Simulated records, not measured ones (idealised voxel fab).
A process module follows: voxel released beams.
Section cut is 180 nm wide and gridded with 5 nm square cells.
Cross-section format: a grid of square cells, given as bands from top to bottom; each band is one or more rows of cells.
Heights first: top, then bottom, in nm. Then materials, left to right, each with a width in nm. "full width" on a single material: fills the band edge to edge. "air": empty space.
Counting heights begins at 0, where everything beneath is, in the wafer as received, one material. The lowest band has no bottom; it goes on downwards, as "z 0 and below" shows.
With a width like "30 to 40", each row of cells in the band differs from the next by the same amount, the top row carrying the first number and the bottom row the second.
You'll sometimes find "stayed the same" written for a step, and that's the way of saying that nowhere in the cross-section did a cell change during that step.
Under "Voids, enclosed" you'll find the enclosed gaps, the ones with no way out to the top, that are 8 cells or bigger; each reads width x height at distance, with distance counted from the left edge, everything in nm.
Read whatever lies past the settings on a step's line as the simulator's own remark about the step.
overlay nm, on a step with a mask: how far to the right of its planned place the mask lay; to the left if negative

Planned step list for the process:
1: RECEIVE,material Si
2: CONFORMAL_DEP,material Al2O3,thk nm 5
3: DIRECTIONAL_DEP,material SiO2,thk nm 20
4: PATTERN,tone open,mask id ANCHOR,material resist,width nm 40,thk nm 20,overlay nm 0
5: DIRECTIONAL_ETCH,etch materials SiO2,depth nm 20
6: STRIP,etch materials resist
7: CONFORMAL_DEP,material polySi,thk nm 15
8: DIRECTIONAL_DEP,material aC,thk nm 10
9: PATTERN,tone cover,mask id BEAM,material resist,width nm 120,thk nm 25,overlay nm 0
10: DIRECTIONAL_ETCH,etch materials aC,depth nm 10
11: STRIP,etch materials resist
12: DIRECTIONAL_ETCH,etch materials polySi,depth nm 15
13: STRIP,etch materials aC
14: STRIP,etch materials SiO2

Step 1 complete: cross-section of the wafer as received:
	z 0 and below  Si full width
	Voids, enclosed: none

Result of the module, cross-sectioned: start per above, plan per above, one error in how it was run:
	z 55 to 40  25 of air; 120 of polySi; 35 of air
	z 40 to 25  polySi full width
	z 25 to 5  30 of SiO2; 40 of polySi; 110 of SiO2
	z 5 to 0  Al2O3 full width
	z 0 and below  Si full width
	Voids, enclosed: none
Run error: the plan's step 7 ran twice
